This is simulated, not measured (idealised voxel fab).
Process module in this document: voxel self aligned vias
Square cell edge 5 nm, section width 145 nm, ID cut.
Bands, listed from the top down, are how a cross-section gets written in this document; the cross-section itself is a grid of square cells, and a band is one or more rows of them.
Quick guide to a band line: top height, bottom height (nm) up front; then every material left to right with its width in nm. Only one material and it's marked "throughout"? Then it fills the band edge to edge. And "blank" just means empty space.
Heights are reckoned from 0. Under this level, the received wafer is all of one material. The bottommost band is open-ended downward, for example "top 0, no bottom".
Per-row width for "30->40": begins at first number (top row of band), ends at second number (bottom row), increment between rows held constant.
Step note "nothing got changed" = no cross-section cell changed.
Under "Listed closed voids" you'll find the enclosed gaps, the ones with no way out to the top, that are 8 cells or bigger; each reads width x height at distance, with distance counted from the left edge, everything in nm.
Past the settings on a step's line: simulator remark, on that step.
The optional step-line setting "overlay nm" applies to steps with a mask and quantifies how far to the right of its planned location the mask lay, a negative value indicating leftward placement.
Here's what the planned process steps look like:
1,RECEIVE | material Si
2,CONFORMAL_DEP | material SiO2 | thk nm 10
3,CONFORMAL_DEP | material SiCN | thk nm 5
4,DIRECTIONAL_DEP | material SiO2 | thk nm 20
5,MASKED_ETCH | tone open | mask id LINES | width nm 20 | pitch nm 45 | etch materials SiO2 | depth nm 20 | overlay nm 0
6,CONFORMAL_DEP | material TiN | thk nm 5
7,FILL_DEP | material W | thk nm 5
8,CMP | height nm 35
9,SELECTIVE_ETCH | etch materials W Ru TiN | depth nm 10
10,FILL_DEP | material SiN | thk nm 10
11,CMP | height nm 35
12,DIRECTIONAL_DEP | material SiO2 | thk nm 15
13,PATTERN | tone open | mask id VIAS | material resist | width nm 20 | thk nm 20 | overlay nm 0
14,DIRECTIONAL_ETCH | etch materials SiO2 | depth nm 15
15,DIRECTIONAL_ETCH | etch materials SiN | depth nm 10
16,STRIP | etch materials resist
17,CONFORMAL_DEP | material TiN | thk nm 5
18,FILL_DEP | material W | thk nm 5
19,CMP | height nm 50
20,CONFORMAL_DEP | material SiCN | thk nm 5
Among the wafers covered here, the point of difference is the width nm at step 13; their starting state is shared, and the plan presents the value of the first wafer.
First wafer of several, as received: cross-section after step 1:
    top 0, no bottom | Si throughout
    Listed closed voids: none
End-of-module cross-section, first of several wafers, after last step 20:
    top 55, bottom 50 | SiCN throughout
    top 50, bottom 35 | SiO2 40 | TiN 5 | W 10 | TiN 5 | SiO2 85
    top 35, bottom 30 | SiO2 40 | TiN 5 | W 10 | TiN 5 | SiO2 25 | SiN 20 | SiO2 40
    top 30, bottom 25 | SiO2 40 | TiN 20 | SiO2 25 | SiN 20 | SiO2 40
    top 25, bottom 20 | SiO2 40 | TiN 5 | W 10 | TiN 5 | SiO2 25 | TiN 5 | W 10 | TiN 5 | SiO2 40
    top 20, bottom 15 | SiO2 40 | TiN 20 | SiO2 25 | TiN 20 | SiO2 40
    top 15, bottom 10 | SiCN throughout
    top 10, bottom 0 | SiO2 throughout
    top 0, no bottom | Si throughout
    Listed closed voids: none
Module end, final wafer: cross-section:
    top 55, bottom 50 | SiCN throughout
    top 50, bottom 40 | SiO2 30 | TiN 5 | W 35 | TiN 5 | SiO2 70
    top 40, bottom 35 | SiO2 30 | TiN 15 | W 10 | TiN 20 | SiO2 70
    top 35, bottom 30 | SiO2 40 | TiN 5 | W 10 | TiN 5 | SiO2 25 | SiN 20 | SiO2 40
    top 30, bottom 25 | SiO2 40 | TiN 20 | SiO2 25 | SiN 20 | SiO2 40
    top 25, bottom 20 | SiO2 40 | TiN 5 | W 10 | TiN 5 | SiO2 25 | TiN 5 | W 10 | TiN 5 | SiO2 40
    top 20, bottom 15 | SiO2 40 | TiN 20 | SiO2 25 | TiN 20 | SiO2 40
    top 15, bottom 10 | SiCN throughout
    top 10, bottom 0 | SiO2 throughout
    top 0, no bottom | Si throughout
    Listed closed voids: none
What follows is a table in which each wafer occupies a row; for the wafer as it stands at the close of the module, the row states, material by material, how many cells have been gained (+) or lost (-) since receipt, and then gives its closed voids:
width nm 20; +58 SiCN; +8 SiN; +217 SiO2; +24 TiN; +12 W; Listed closed voids: none
width nm 25; +58 SiCN; +8 SiN; +214 SiO2; +25 TiN; +14 W; Listed closed voids: none
width nm 30; +58 SiCN; +8 SiN; +211 SiO2; +26 TiN; +16 W; Listed closed voids: none
width nm 35; +58 SiCN; +8 SiN; +208 SiO2; +27 TiN; +18 W; Listed closed voids: none
width nm 40; +58 SiCN; +8 SiN; +205 SiO2; +28 TiN; +20 W; Listed closed voids: none
width nm 45; +58 SiCN; +8 SiN; +202 SiO2; +29 TiN; +22 W; Listed closed voids: none
